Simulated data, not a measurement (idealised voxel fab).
Documented hereafter: the process module known as voxel ribs on slabs.
We display cut, a cross-section 185 nm in width whose square cells are each 5 nm.
How to read a cross-section here: the picture is a grid of square cells, written as bands going from the top down, and any band can span one or more rows of cells.
The band entry comprises the height of the band's top followed by the height of its bottom, expressed in nm, and subsequently the band's materials from left to right, each stated together with its width in nm. Where a single material is marked with the word "throughout", that material fills the band from edge to edge. The word "air" represents empty space.
Height reference: 0 = level under which incoming wafer is all one material. Lowest band: no bottom, runs on downward, e.g. "top 0, no bottom".
Width spec "30->40" -> top row of cells at first value, bottom row at second value, equal per-row change in between.
Given "no alteration" for a step, no cell of the cross-section differs between before and after that step.
Enclosed voids (no open way to top), threshold 8 cells or more, entry "Internal closed voids", notation width x height at distance, distance from left edge, nm.
The remark found on a step's line after its settings is issued by the simulator itself and pertains to that step.
When a step includes a mask, the "overlay nm" setting on its line states how far to the right of its planned place that mask lay, and negative values state how far to the left.
Process steps foreseen in the plan
1 RECEIVE (material Si)
2 DIRECTIONAL_DEP (material SiO2; thk nm 30)
3 DIRECTIONAL_DEP (material SiN; thk nm 20)
4 MASKED_ETCH (tone cover; mask id RIB; width nm 15; etch materials SiN; depth nm 15; overlay nm 0)
5 MASKED_ETCH (tone cover; mask id SLAB; width nm 65; etch materials SiN; depth nm 5; overlay nm 0)
6 FILL_DEP (material SiO2; thk nm 20)
7 CMP (height nm 60)
8 DIRECTIONAL_DEP (material TiN; thk nm 10)
9 MASKED_ETCH (tone cover; mask id HEATER; width nm 25; etch materials TiN; depth nm 10; overlay nm 0)
10 CONFORMAL_DEP (material SiN; thk nm 5)
First wafer out of two, processed as planned
Wafer cross-section on receipt, i.e. after step 1
top 0, no bottom  Si throughout
Internal closed voids: none
Step 2 done - wafer cross-section
top 30, bottom 0  SiO2 throughout
Whatever lies below 0 is exactly as it was before.
Step 3 done - wafer cross-section
top 50, bottom 30  SiN throughout
Whatever lies below 30 is exactly as it was before.
Step 4 done - wafer cross-section
top 50, bottom 35  air: 85 | SiN: 15 | air: 85
Whatever lies below 35 is exactly as it was before.
Step 5 done - wafer cross-section
top 50, bottom 35  air: 85 | SiN: 15 | air: 85
top 35, bottom 30  air: 60 | SiN: 65 | air: 60
Whatever lies below 30 is exactly as it was before.
Step 6 done - wafer cross-section
top 70, bottom 50  SiO2 throughout
top 50, bottom 35  SiO2: 85 | SiN: 15 | SiO2: 85
top 35, bottom 30  SiO2: 60 | SiN: 65 | SiO2: 60
Whatever lies below 30 is exactly as it was before.
Step 7 done - wafer cross-section
top 60, bottom 50  SiO2 throughout
Whatever lies below 50 is exactly as it was before.
Step 8 done - wafer cross-section
top 70, bottom 60  TiN throughout
Whatever lies below 60 is exactly as it was before.
Step 9 done - wafer cross-section
top 70, bottom 60  air: 80 | TiN: 25 | air: 80
Whatever lies below 60 is exactly as it was before.
Step 10 done - wafer cross-section
top 75, bottom 70  air: 75 | SiN: 35 | air: 75
top 70, bottom 65  air: 75 | SiN: 5 | TiN: 25 | SiN: 5 | air: 75
top 65, bottom 60  SiN: 80 | TiN: 25 | SiN: 80
Whatever lies below 60 is exactly as it was before.
Wafer two: like wafer one in start and plan, but with one mistake in execution; identical up to and including step 3
Second wafer shown in cross-section at the time step 4 was slated to end
top 50, bottom 35  SiN: 85 | air: 15 | SiN: 85
Whatever lies below 35 is exactly as it was before.
Second wafer shown in cross-section at the time step 5 was slated to end
top 50, bottom 45  air: 60 | SiN: 25 | air: 15 | SiN: 25 | air: 60
Whatever lies below 45 is exactly as it was before.
Second wafer shown in cross-section at the time step 6 was slated to end
top 70, bottom 50  SiO2 throughout
top 50, bottom 45  SiO2: 60 | SiN: 25 | SiO2: 15 | SiN: 25 | SiO2: 60
top 45, bottom 35  SiN: 85 | SiO2: 15 | SiN: 85
Whatever lies below 35 is exactly as it was before.
Second wafer shown in cross-section at the time step 7 was slated to end
top 60, bottom 50  SiO2 throughout
Whatever lies below 50 is exactly as it was before.
Second wafer shown in cross-section at the time step 8 was slated to end
top 70, bottom 60  TiN throughout
Whatever lies below 60 is exactly as it was before.
Second wafer shown in cross-section at the time step 9 was slated to end
top 70, bottom 60  air: 80 | TiN: 25 | air: 80
Whatever lies below 60 is exactly as it was before.
Second wafer shown in cross-section at the time step 10 was slated to end
top 75, bottom 70  air: 75 | SiN: 35 | air: 75
top 70, bottom 65  air: 75 | SiN: 5 | TiN: 25 | SiN: 5 | air: 75
top 65, bottom 60  SiN: 80 | TiN: 25 | SiN: 80
Whatever lies below 60 is exactly as it was before.
Heads up, the wafer didn't run the way we planned it: step 4 did not use the planned setting and instead ran as MASKED_ETCH (tone open; mask id RIB; width nm 15; etch materials SiN; depth nm 15; overlay nm 0)
Final cells, second wafer relative to first, materials higher or lower: SiN: 93 more | SiO2: 93 fewer
